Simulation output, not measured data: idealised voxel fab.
Process module heading - voxel ribs on slabs
It is cross-section cut that appears here, measuring 185 nm in width, its square cells being 5 nm in size.
Square cells in a grid make up a cross-section in this document, and the grid is given as bands, listed from the top down, each one or more rows of cells.
Heads up on the band format: heights come first, top then bottom, in nm. After that it's the materials left to right, each with its width in nm. A single material flagged "edge to edge" fills the whole band edge to edge, and "blank" means there's empty space there.
Below 0: as-received wafer, all one material; heights counted from there. Lowest band: no bottom, goes on down, written "0 -> down".
Note: "30..40" means the width goes from the first number (top row of the band) to the second number (bottom row) in equal steps per row of cells.
What does "nothing was modified" mean for a step? It means no cell of the cross-section changed in that step.
"Sealed internal voids" means: voids of 8 cells or more that are shut off from the top with no open way through. Written width x height at distance, distance from the left edge, in nm.
Read whatever lies past the settings on a step's line as the simulator's own remark about the step.
For masked steps, "overlay nm" on the step line gives how far right of plan the mask actually lay; a minus sign means it lay to the left.

-- Set out below are the planned steps of the process
1) RECEIVE [material Si]
2) DIRECTIONAL_DEP [material SiO2] [thk nm 25]
3) DIRECTIONAL_DEP [material polySi] [thk nm 15]
4) PATTERN [tone cover] [mask id RIB] [material resist] [width nm 25] [thk nm 15] [overlay nm 0]
5) DIRECTIONAL_ETCH [etch materials polySi] [depth nm 10]
6) STRIP [etch materials resist]
7) MASKED_ETCH [tone cover] [mask id SLAB] [width nm 55] [etch materials polySi] [depth nm 5] [overlay nm 0]
8) FILL_DEP [material SiO2] [thk nm 20]
9) CMP [height nm 50]
10) DIRECTIONAL_DEP [material TiN] [thk nm 10]
11) MASKED_ETCH [tone cover] [mask id HEATER] [width nm 35] [etch materials TiN] [depth nm 10] [overlay nm 0]
12) CONFORMAL_DEP [material SiN] [thk nm 5]
Across this set of wafers, the varied parameter is the width nm of step 7. Starting conditions are identical for every wafer, and the plan reports the value assigned to the first wafer.

-- The first of several wafers, as received after step 1, seen in section
  0 -> down = Si edge to edge
  Sealed internal voids: none

-- Here is the cross-section of the first of several wafers at the end of the module, after its last step, step 12
  65 -> 60 = blank: 70; SiN: 45; blank: 70
  60 -> 55 = blank: 70; SiN: 5; TiN: 35; SiN: 5; blank: 70
  55 -> 50 = SiN: 75; TiN: 35; SiN: 75
  50 -> 40 = SiO2 edge to edge
  40 -> 30 = SiO2: 80; polySi: 25; SiO2: 80
  30 -> 25 = SiO2: 65; polySi: 55; SiO2: 65
  25 -> 0 = SiO2 edge to edge
  0 -> down = Si edge to edge
  Sealed internal voids: none

-- Cross-sectional depiction of the last of several wafers upon completion of the module
  65 -> 60 = blank: 70; SiN: 45; blank: 70
  60 -> 55 = blank: 70; SiN: 5; TiN: 35; SiN: 5; blank: 70
  55 -> 50 = SiN: 75; TiN: 35; SiN: 75
  50 -> 40 = SiO2 edge to edge
  40 -> 30 = SiO2: 80; polySi: 25; SiO2: 80
  30 -> 25 = SiO2: 55; polySi: 80; SiO2: 50
  25 -> 0 = SiO2 edge to edge
  0 -> down = Si edge to edge
  Sealed internal voids: none

-- So in this table every wafer gets its own row, and what you see is where it stands at the end of the module: for each material, how many cells it picked up (+) or gave up (-) since we received it, and after that its closed voids
width nm 55 | +41 SiN | +349 SiO2 | +14 TiN | +21 polySi | Sealed internal voids: none
width nm 60 | +41 SiN | +348 SiO2 | +14 TiN | +22 polySi | Sealed internal voids: none
width nm 65 | +41 SiN | +347 SiO2 | +14 TiN | +23 polySi | Sealed internal voids: none
width nm 70 | +41 SiN | +346 SiO2 | +14 TiN | +24 polySi | Sealed internal voids: none
width nm 75 | +41 SiN | +345 SiO2 | +14 TiN | +25 polySi | Sealed internal voids: none
width nm 80 | +41 SiN | +344 SiO2 | +14 TiN | +26 polySi | Sealed internal voids: none
